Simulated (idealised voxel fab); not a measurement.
The name of this process module is voxel self aligned contacts.
The cross-section shown here is cut; it is 185 nm wide and divided into square cells measuring 5 nm on a side.
This document writes a cross-section as a grid whose cells are square, and gives it as bands, listed from the top down; one or more rows of cells form a band. Top height, bottom height, nm. Materials left to right, width each, nm. Single material + "all across" = fills band edge to edge. "air" = empty. Basically, 0 is our baseline, since under it the wafer straight out of the box is all one material. The bottom band has no lower end and keeps on going down, so it looks like "0 and below". You'd read "30->40" like this: the band's top row of cells is as wide as the first number, its bottom row is as wide as the second, and going down, every row changes width by the same amount as the row before did. A step reported as "no modification" is a step in which no cell of the cross-section changed. Heads up: "Sealed internal voids" only lists the empty pockets with no open path to the top that are 8 cells or more, and it writes them as width x height at distance, distance from the left edge, in nm. Past the settings on a step's line: simulator remark, on that step. overlay nm: for a step with a mask, the amount by which the mask lay right of where it was planned; a negative amount means left of it. From here on the document is pairs. In a pair, the cross-section before one process step comes with the cross-section after it, and the latter goes no deeper than the lowest band that changed. What lies in between, the step and its settings, is written under the pair. A pair may be from a different run of this module on the same starting wafer than the pair above it, so it continues from that pair only where its entry headed "Pre-step section" says so.
PRE-STEP SECTION
> 55 down to 30: 5 of air; 45 of SiN; 20 of air; 45 of SiN; 20 of air; 45 of SiN; 5 of air
> 30 down to 25: SiN all across
> 25 down to 0: polySi all across
> 0 down to -5: SiO2 all across
> -5 and below: Si all across
> Sealed internal voids: none
POST-STEP SECTION VIEW
> 75 down to 55: SiO2 all across
> 55 down to 30: 5 of SiO2; 45 of SiN; 20 of SiO2; 45 of SiN; 20 of SiO2; 45 of SiN; 5 of SiO2
> Below 30 it's all the same as before, nothing changed down there.
> Sealed internal voids: none
Between before and after above, the operation and settings are FILL_DEP,material SiO2,thk nm 20
Pre-step section: the state before this step is the cross-section shown after the step in the pair just above.
POST-STEP SECTION VIEW
> 60 down to 55: SiO2 all across
> Below 55 it's all the same as before, nothing changed down there.
> Sealed internal voids: none
Between before and after above, the operation and settings are CMP,height nm 60
Pre-step section: the state before this step is the cross-section shown after the step in the pair just above.
POST-STEP SECTION VIEW
> 60 down to 55: 35 of SiO2; 50 of air; 15 of SiO2; 50 of air; 35 of SiO2
> 55 down to 30: 5 of SiO2; 45 of SiN; 20 of air; 45 of SiN; 20 of air; 45 of SiN; 5 of SiO2
> Below 30 it's all the same as before, nothing changed down there.
> Sealed internal voids: none
Between before and after above, the operation and settings are MASKED_ETCH,tone open,mask id CONTACT,width nm 50,pitch nm 65,etch materials SiO2,depth nm 65,overlay nm 0
Pre-step section: the state before this step is the cross-section shown after the step in the pair just above.
POST-STEP SECTION VIEW
> 65 down to 60: 40 of TiN; 40 of air; 25 of TiN; 40 of air; 40 of TiN
> 60 down to 55: 35 of SiO2; 20 of TiN; 10 of air; 20 of TiN; 15 of SiO2; 20 of TiN; 10 of air; 20 of TiN; 35 of SiO2
> 55 down to 35: 5 of SiO2; 45 of SiN; 5 of TiN; 10 of air; 5 of TiN; 45 of SiN; 5 of TiN; 10 of air; 5 of TiN; 45 of SiN; 5 of SiO2
> 35 down to 30: 5 of SiO2; 45 of SiN; 20 of TiN; 45 of SiN; 20 of TiN; 45 of SiN; 5 of SiO2
> Below 30 it's all the same as before, nothing changed down there.
> Sealed internal voids: none
Between before and after above, the operation and settings are CONFORMAL_DEP,material TiN,thk nm 5
Pre-step section: the state before this step is the cross-section shown after the step in the pair just above.
POST-STEP SECTION VIEW
> 70 down to 65: W all across
> 65 down to 60: 40 of TiN; 40 of W; 25 of TiN; 40 of W; 40 of TiN
> 60 down to 55: 35 of SiO2; 20 of TiN; 10 of W; 20 of TiN; 15 of SiO2; 20 of TiN; 10 of W; 20 of TiN; 35 of SiO2
> 55 down to 35: 5 of SiO2; 45 of SiN; 5 of TiN; 10 of W; 5 of TiN; 45 of SiN; 5 of TiN; 10 of W; 5 of TiN; 45 of SiN; 5 of SiO2
> Below 35 it's all the same as before, nothing changed down there.
> Sealed internal voids: none
Between before and after above, the operation and settings are FILL_DEP,material W,thk nm 5
Pre-step section: the state before this step is the cross-section shown after the step in the pair just above.
POST-STEP SECTION VIEW
> 60 down to 55: 35 of SiO2; 20 of TiN; 10 of W; 20 of TiN; 15 of SiO2; 20 of TiN; 10 of W; 20 of TiN; 35 of SiO2
> Below 55 it's all the same as before, nothing changed down there.
> Sealed internal voids: none
Between before and after above, the operation and settings are CMP,height nm 60
Pre-step section: the state before this step is the cross-section shown after the step in the pair just above.
POST-STEP SECTION VIEW
> 65 down to 60: SiCN all across
> Below 60 it's all the same as before, nothing changed down there.
> Sealed internal voids: none
Between before and after above, the operation and settings are CONFORMAL_DEP,material SiCN,thk nm 5
PRE-STEP SECTION
> 60 down to 50: SiO2 all across
> 50 down to 25: 5 of SiO2; 45 of SiN; 20 of SiO2; 45 of SiN; 20 of SiO2; 45 of SiN; 5 of SiO2
> 25 down to 0: 5 of SiO2; 10 of SiN; 25 of polySi; 10 of SiN; 20 of SiO2; 10 of SiN; 25 of polySi; 10 of SiN; 20 of SiO2; 10 of SiN; 25 of polySi; 10 of SiN; 5 of SiO2
> 0 down to -5: SiO2 all across
> -5 and below: Si all across
> Sealed internal voids: none
POST-STEP SECTION VIEW
> 60 down to 50: 40 of SiO2; 40 of air; 25 of SiO2; 40 of air; 40 of SiO2
> 50 down to 25: 5 of SiO2; 45 of SiN; 20 of air; 45 of SiN; 20 of air; 45 of SiN; 5 of SiO2
> 25 down to 0: 5 of SiO2; 10 of SiN; 25 of polySi; 10 of SiN; 20 of air; 10 of SiN; 25 of polySi; 10 of SiN; 20 of air; 10 of SiN; 25 of polySi; 10 of SiN; 5 of SiO2
> 0 down to -5: 50 of SiO2; 20 of air; 45 of SiO2; 20 of air; 50 of SiO2
> Below -5 it's all the same as before, nothing changed down there.
> Sealed internal voids: none
Between before and after above, the operation and settings are MASKED_ETCH,tone open,mask id CONTACT,width nm 40,pitch nm 65,etch materials SiO2,depth nm 65,overlay nm 0
Pre-step section: the state before this step is the cross-section shown after the step in the pair just above.
POST-STEP SECTION VIEW
> 65 down to 60: 45 of TiN; 30 of air; 35 of TiN; 30 of air; 45 of TiN
> 60 down to 50: 40 of SiO2; 5->15 of TiN; 30->10 of air; 5->15 of TiN; 25 of SiO2; 5->15 of TiN; 30->10 of air; 5->15 of TiN; 40 of SiO2
> 50 down to 25: 5 of SiO2; 45 of SiN; 5 of TiN; 10 of air; 5 of TiN; 45 of SiN; 5 of TiN; 10 of air; 5 of TiN; 45 of SiN; 5 of SiO2
> 25 down to 0: 5 of SiO2; 10 of SiN; 25 of polySi; 10 of SiN; 5 of TiN; 10 of air; 5 of TiN; 10 of SiN; 25 of polySi; 10 of SiN; 5 of TiN; 10 of air; 5 of TiN; 10 of SiN; 25 of polySi; 10 of SiN; 5 of SiO2
> 0 down to -5: 50 of SiO2; 20 of TiN; 45 of SiO2; 20 of TiN; 50 of SiO2
> Below -5 it's all the same as before, nothing changed down there.
> Sealed internal voids: none
Between before and after above, the operation and settings are CONFORMAL_DEP,material TiN,thk nm 5
Pre-step section: the state before this step is the cross-section shown after the step in the pair just above.
POST-STEP SECTION VIEW
> 70 down to 65: W all across
> 65 down to 60: 45 of TiN; 30 of W; 35 of TiN; 30 of W; 45 of TiN
> 60 down to 50: 40 of SiO2; 5->15 of TiN; 30->10 of W; 5->15 of TiN; 25 of SiO2; 5->15 of TiN; 30->10 of W; 5->15 of TiN; 40 of SiO2
> 50 down to 25: 5 of SiO2; 45 of SiN; 5 of TiN; 10 of W; 5 of TiN; 45 of SiN; 5 of TiN; 10 of W; 5 of TiN; 45 of SiN; 5 of SiO2
> 25 down to 0: 5 of SiO2; 10 of SiN; 25 of polySi; 10 of SiN; 5 of TiN; 10 of W; 5 of TiN; 10 of SiN; 25 of polySi; 10 of SiN; 5 of TiN; 10 of W; 5 of TiN; 10 of SiN; 25 of polySi; 10 of SiN; 5 of SiO2
> Below 0 it's all the same as before, nothing changed down there.
> Sealed internal voids: none
Between before and after above, the operation and settings are FILL_DEP,material W,thk nm 5
Pre-step section: the state before this step is the cross-section shown after the step in the pair just above.
POST-STEP SECTION VIEW
> 60 down to 50: 40 of SiO2; 5->15 of TiN; 30->10 of W; 5->15 of TiN; 25 of SiO2; 5->15 of TiN; 30->10 of W; 5->15 of TiN; 40 of SiO2
> Below 50 it's all the same as before, nothing changed down there.
> Sealed internal voids: none
Between before and after above, the operation and settings are CMP,height nm 60
Pre-step section: the state before this step is the cross-section shown after the step in the pair just above.
POST-STEP SECTION VIEW
> 65 down to 60: SiCN all across
> Below 60 it's all the same as before, nothing changed down there.
> Sealed internal voids: none
Between before and after above, the operation and settings are CONFORMAL_DEP,material SiCN,thk nm 5
PRE-STEP SECTION
> 60 down to 50: SiO2 all across
> 50 down to 25: 5 of SiO2; 45 of SiN; 20 of SiO2; 45 of SiN; 20 of SiO2; 45 of SiN; 5 of SiO2
> 25 down to 0: 5 of SiO2; 10 of SiN; 25 of polySi; 10 of SiN; 20 of SiO2; 10 of SiN; 25 of polySi; 10 of SiN; 20 of SiO2; 10 of SiN; 25 of polySi; 10 of SiN; 5 of SiO2
> 0 down to -5: SiO2 all across
> -5 and below: Si all across
> Sealed internal voids: none
POST-STEP SECTION VIEW
> 60 down to 50: 45 of SiO2; 50 of air; 15 of SiO2; 50 of air; 25 of SiO2
> 50 down to 25: 5 of SiO2; 45 of SiN; 20 of air; 45 of SiN; 20 of air; 45 of SiN; 5 of SiO2
> 25 down to 0: 5 of SiO2; 10 of SiN; 25 of polySi; 10 of SiN; 20 of air; 10 of SiN; 25 of polySi; 10 of SiN; 20 of air; 10 of SiN; 25 of polySi; 10 of SiN; 5 of SiO2
> 0 down to -5: 50 of SiO2; 20 of air; 45 of SiO2; 20 of air; 50 of SiO2
> Below -5 it's all the same as before, nothing changed down there.
> Sealed internal voids: none
Between before and after above, the operation and settings are MASKED_ETCH,tone open,mask id CONTACT,width nm 50,pitch nm 65,etch materials SiO2,depth nm 65,overlay nm 10
Pre-step section: the state before this step is the cross-section shown after the step in the pair just above.
POST-STEP SECTION VIEW
> 65 down to 60: 50 of TiN; 40 of air; 25 of TiN; 40 of air; 30 of TiN
> 60 down to 50: 45 of SiO2; 5->10 of TiN; 40->10 of air; 5->30 of TiN; 15 of SiO2; 5->10 of TiN; 40->10 of air; 5->30 of TiN; 25 of SiO2
> 50 down to 25: 5 of SiO2; 45 of SiN; 5 of TiN; 10 of air; 5 of TiN; 45 of SiN; 5 of TiN; 10 of air; 5 of TiN; 45 of SiN; 5 of SiO2
> 25 down to 0: 5 of SiO2; 10 of SiN; 25 of polySi; 10 of SiN; 5 of TiN; 10 of air; 5 of TiN; 10 of SiN; 25 of polySi; 10 of SiN; 5 of TiN; 10 of air; 5 of TiN; 10 of SiN; 25 of polySi; 10 of SiN; 5 of SiO2
> 0 down to -5: 50 of SiO2; 20 of TiN; 45 of SiO2; 20 of TiN; 50 of SiO2
> Below -5 it's all the same as before, nothing changed down there.
> Sealed internal voids: none
Between before and after above, the operation and settings are CONFORMAL_DEP,material TiN,thk nm 5
Pre-step section: the state before this step is the cross-section shown after the step in the pair just above.
POST-STEP SECTION VIEW
> 70 down to 65: W all across
> 65 down to 60: 50 of TiN; 40 of W; 25 of TiN; 40 of W; 30 of TiN
> 60 down to 50: 45 of SiO2; 5->10 of TiN; 40->10 of W; 5->30 of TiN; 15 of SiO2; 5->10 of TiN; 40->10 of W; 5->30 of TiN; 25 of SiO2
> 50 down to 25: 5 of SiO2; 45 of SiN; 5 of TiN; 10 of W; 5 of TiN; 45 of SiN; 5 of TiN; 10 of W; 5 of TiN; 45 of SiN; 5 of SiO2
> 25 down to 0: 5 of SiO2; 10 of SiN; 25 of polySi; 10 of SiN; 5 of TiN; 10 of W; 5 of TiN; 10 of SiN; 25 of polySi; 10 of SiN; 5 of TiN; 10 of W; 5 of TiN; 10 of SiN; 25 of polySi; 10 of SiN; 5 of SiO2
> Below 0 it's all the same as before, nothing changed down there.
> Sealed internal voids: none
Between before and after above, the operation and settings are FILL_DEP,material W,thk nm 5
Pre-step section: the state before this step is the cross-section shown after the step in the pair just above.
POST-STEP SECTION VIEW
> 60 down to 50: 45 of SiO2; 5->10 of TiN; 40->10 of W; 5->30 of TiN; 15 of SiO2; 5->10 of TiN; 40->10 of W; 5->30 of TiN; 25 of SiO2
> Below 50 it's all the same as before, nothing changed down there.
> Sealed internal voids: none
Between before and after above, the operation and settings are CMP,height nm 60
Pre-step section: the state before this step is the cross-section shown after the step in the pair just above.
POST-STEP SECTION VIEW
> 65 down to 60: SiCN all across
> Below 60 it's all the same as before, nothing changed down there.
> Sealed internal voids: none
Between before and after above, the operation and settings are CONFORMAL_DEP,material SiCN,thk nm 5
PRE-STEP SECTION
> 65 down to 60: 40 of TiN; 40 of air; 25 of TiN; 40 of air; 40 of TiN
> 60 down to 50: 35 of SiO2; 5->20 of TiN; 40->10 of air; 5->20 of TiN; 15 of SiO2; 5->20 of TiN; 40->10 of air; 5->20 of TiN; 35 of SiO2
> 50 down to 25: 5 of SiO2; 45 of SiN; 5 of TiN; 10 of air; 5 of TiN; 45 of SiN; 5 of TiN; 10 of air; 5 of TiN; 45 of SiN; 5 of SiO2
> 25 down to 0: 5 of SiO2; 10 of SiN; 25 of polySi; 10 of SiN; 5 of TiN; 10 of air; 5 of TiN; 10 of SiN; 25 of polySi; 10 of SiN; 5 of TiN; 10 of air; 5 of TiN; 10 of SiN; 25 of polySi; 10 of SiN; 5 of SiO2
> 0 down to -5: 50 of SiO2; 20 of TiN; 45 of SiO2; 20 of TiN; 50 of SiO2
> -5 and below: Si all across
> Sealed internal voids: none
POST-STEP SECTION VIEW
> 70 down to 65: aC all across
> 65 down to 60: 40 of TiN; 40 of aC; 25 of TiN; 40 of aC; 40 of TiN
> 60 down to 50: 35 of SiO2; 5->20 of TiN; 40->10 of aC; 5->20 of TiN; 15 of SiO2; 5->20 of TiN; 40->10 of aC; 5->20 of TiN; 35 of SiO2
> 50 down to 25: 5 of SiO2; 45 of SiN; 5 of TiN; 10 of aC; 5 of TiN; 45 of SiN; 5 of TiN; 10 of aC; 5 of TiN; 45 of SiN; 5 of SiO2
> 25 down to 0: 5 of SiO2; 10 of SiN; 25 of polySi; 10 of SiN; 5 of TiN; 10 of aC; 5 of TiN; 10 of SiN; 25 of polySi; 10 of SiN; 5 of TiN; 10 of aC; 5 of TiN; 10 of SiN; 25 of polySi; 10 of SiN; 5 of SiO2
> Below 0 it's all the same as before, nothing changed down there.
> Sealed internal voids: none
Between before and after above, the operation and settings are FILL_DEP,material aC,thk nm 5
Pre-step section: the state before this step is the cross-section shown after the step in the pair just above.
POST-STEP SECTION VIEW
> 60 down to 50: 35 of SiO2; 5->20 of TiN; 40->10 of aC; 5->20 of TiN; 15 of SiO2; 5->20 of TiN; 40->10 of aC; 5->20 of TiN; 35 of SiO2
> Below 50 it's all the same as before, nothing changed down there.
> Sealed internal voids: none
Between before and after above, the operation and settings are CMP,height nm 60
Pre-step section: the state before this step is the cross-section shown after the step in the pair just above.
POST-STEP SECTION VIEW
> 65 down to 60: SiCN all across
> Below 60 it's all the same as before, nothing changed down there.
> Sealed internal voids: none
Between before and after above, the operation and settings are CONFORMAL_DEP,material SiCN,thk nm 5
PRE-STEP SECTION
> 60 down to 50: aC all across
> 50 down to 25: SiN all across
> 25 down to 0: polySi all across
> 0 down to -5: SiO2 all across
> -5 and below: Si all across
> Sealed internal voids: none
POST-STEP SECTION VIEW
> 90 down to 60: 15 of resist; 25 of air; 40 of resist; 25 of air; 40 of resist; 25 of air; 15 of resist
> Below 60 it's all the same as before, nothing changed down there.
> Sealed internal voids: none
Between before and after above, the operation and settings are PATTERN,tone open,mask id GATE,material resist,width nm 25,pitch nm 65,thk nm 30,overlay nm 0
Pre-step section: the state before this step is the cross-section shown after the step in the pair just above.
POST-STEP SECTION VIEW
> 80 down to 60: 15 of resist; 25 of air; 40 of resist; 25 of air; 40 of resist; 25 of air; 15 of resist
> 60 down to 50: 15 of aC; 25 of air; 40 of aC; 25 of air; 40 of aC; 25 of air; 15 of aC
> Below 50 it's all the same as before, nothing changed down there.
> Sealed internal voids: none
Between before and after above, the operation and settings are DIRECTIONAL_ETCH,etch materials aC,depth nm 10
Pre-step section: the state before this step is the cross-section shown after the step in the pair just above.
POST-STEP SECTION VIEW
> 60 down to 50: 15 of aC; 25 of air; 40 of aC; 25 of air; 40 of aC; 25 of air; 15 of aC
> Below 50 it's all the same as before, nothing changed down there.
> Sealed internal voids: none
Between before and after above, the operation and settings are STRIP,etch materials resist
Pre-step section: the state before this step is the cross-section shown after the step in the pair just above.
POST-STEP SECTION VIEW
> 60 down to 50: 15 of aC; 25 of air; 40 of aC; 25 of air; 40 of aC; 25 of air; 15 of aC
> 50 down to 25: 15 of SiN; 25 of air; 40 of SiN; 25 of air; 40 of SiN; 25 of air; 15 of SiN
> Below 25 it's all the same as before, nothing changed down there.
> Sealed internal voids: none
Between before and after above, the operation and settings are DIRECTIONAL_ETCH,etch materials SiN,depth nm 25
Pre-step section: the state before this step is the cross-section shown after the step in the pair just above.
POST-STEP SECTION VIEW
> 60 down to 50: 15 of aC; 25 of air; 40 of aC; 25 of air; 40 of aC; 25 of air; 15 of aC
> 50 down to 25: 15 of SiN; 25 of air; 40 of SiN; 25 of air; 40 of SiN; 25 of air; 15 of SiN
> 25 down to 0: 15 of polySi; 25 of air; 40 of polySi; 25 of air; 40 of polySi; 25 of air; 15 of polySi
> Below 0 it's all the same as before, nothing changed down there.
> Sealed internal voids: none
Between before and after above, the operation and settings are DIRECTIONAL_ETCH,etch materials polySi,depth nm 25
Pre-step section: the state before this step is the cross-section shown after the step in the pair just above.
POST-STEP SECTION VIEW
> 50 down to 25: 15 of SiN; 25 of air; 40 of SiN; 25 of air; 40 of SiN; 25 of air; 15 of SiN
> Below 25 it's all the same as before, nothing changed down there.
> Sealed internal voids: none
Between before and after above, the operation and settings are STRIP,etch materials aC
Pre-step section: the state before this step is the cross-section shown after the step in the pair just above.
POST-STEP SECTION VIEW
> 60 down to 25: 25 of SiN; 5 of air; 60 of SiN; 5 of air; 60 of SiN; 5 of air; 25 of SiN
> 25 down to 10: 15 of polySi; 10 of SiN; 5 of air; 10 of SiN; 40 of polySi; 10 of SiN; 5 of air; 10 of SiN; 40 of polySi; 10 of SiN; 5 of air; 10 of SiN; 15 of polySi
> 10 down to 0: 15 of polySi; 25 of SiN; 40 of polySi; 25 of SiN; 40 of polySi; 25 of SiN; 15 of polySi
> Below 0 it's all the same as before, nothing changed down there.
> Sealed internal voids: none
Between before and after above, the operation and settings are CONFORMAL_DEP,material SiN,thk nm 10
Pre-step section: the state before this step is the cross-section shown after the step in the pair just above.
POST-STEP SECTION VIEW
> 50 down to 25: 25 of SiN; 5 of air; 60 of SiN; 5 of air; 60 of SiN; 5 of air; 25 of SiN
> 25 down to 0: 15 of polySi; 10 of SiN; 5 of air; 10 of SiN; 40 of polySi; 10 of SiN; 5 of air; 10 of SiN; 40 of polySi; 10 of SiN; 5 of air; 10 of SiN; 15 of polySi
> Below 0 it's all the same as before, nothing changed down there.
> Sealed internal voids: none
Between before and after above, the operation and settings are DIRECTIONAL_ETCH,etch materials SiN,depth nm 10
Pre-step section: the state before this step is the cross-section shown after the step in the pair just above.
POST-STEP SECTION VIEW
> 70 down to 50: SiO2 all across
> 50 down to 25: 25 of SiN; 5 of SiO2; 60 of SiN; 5 of SiO2; 60 of SiN; 5 of SiO2; 25 of SiN
> 25 down to 0: 15 of polySi; 10 of SiN; 5 of SiO2; 10 of SiN; 40 of polySi; 10 of SiN; 5 of SiO2; 10 of SiN; 40 of polySi; 10 of SiN; 5 of SiO2; 10 of SiN; 15 of polySi
> Below 0 it's all the same as before, nothing changed down there.
> Sealed internal voids: none
Between before and after above, the operation and settings are FILL_DEP,material SiO2,thk nm 20
Pre-step section: the state before this step is the cross-section shown after the step in the pair just above.
POST-STEP SECTION VIEW
> 60 down to 50: SiO2 all across
> Below 50 it's all the same as before, nothing changed down there.
> Sealed internal voids: none
Between before and after above, the operation and settings are CMP,height nm 60
Pre-step section: the state before this step is the cross-section shown after the step in the pair just above.
POST-STEP SECTION VIEW
> 60 down to 50: 35 of SiO2; 50 of air; 15 of SiO2; 50 of air; 35 of SiO2
> Below 50 it's all the same as before, nothing changed down there.
> Sealed internal voids: none
Between before and after above, the operation and settings are MASKED_ETCH,tone open,mask id CONTACT,width nm 50,pitch nm 65,etch materials SiO2,depth nm 65,overlay nm 0
Pre-step section: the state before this step is the cross-section shown after the step in the pair just above.
POST-STEP SECTION VIEW
> 65 down to 60: 40 of TiN; 40 of air; 25 of TiN; 40 of air; 40 of TiN
> 60 down to 55: 35 of SiO2; 5 of TiN; 40 of air; 5 of TiN; 15 of SiO2; 5 of TiN; 40 of air; 5 of TiN; 35 of SiO2
> 55 down to 50: 35 of SiO2; 50 of TiN; 15 of SiO2; 50 of TiN; 35 of SiO2
> Below 50 it's all the same as before, nothing changed down there.
> Sealed internal voids: none
Between before and after above, the operation and settings are CONFORMAL_DEP,material TiN,thk nm 5
Pre-step section: the state before this step is the cross-section shown after the step in the pair just above.
POST-STEP SECTION VIEW
> 70 down to 65: W all across
> 65 down to 60: 40 of TiN; 40 of W; 25 of TiN; 40 of W; 40 of TiN
> 60 down to 55: 35 of SiO2; 5 of TiN; 40 of W; 5 of TiN; 15 of SiO2; 5 of TiN; 40 of W; 5 of TiN; 35 of SiO2
> Below 55 it's all the same as before, nothing changed down there.
> Sealed internal voids: none
Between before and after above, the operation and settings are FILL_DEP,material W,thk nm 5
Pre-step section: the state before this step is the cross-section shown after the step in the pair just above.
POST-STEP SECTION VIEW
> 60 down to 55: 35 of SiO2; 5 of TiN; 40 of W; 5 of TiN; 15 of SiO2; 5 of TiN; 40 of W; 5 of TiN; 35 of SiO2
> Below 55 it's all the same as before, nothing changed down there.
> Sealed internal voids: none
Between before and after above, the operation and settings are CMP,height nm 60
Pre-step section: the state before this step is the cross-section shown after the step in the pair just above.
POST-STEP SECTION VIEW
> 65 down to 60: SiCN all across
> Below 60 it's all the same as before, nothing changed down there.
> Sealed internal voids: none
Between before and after above, the operation and settings are CONFORMAL_DEP,material SiCN,thk nm 5
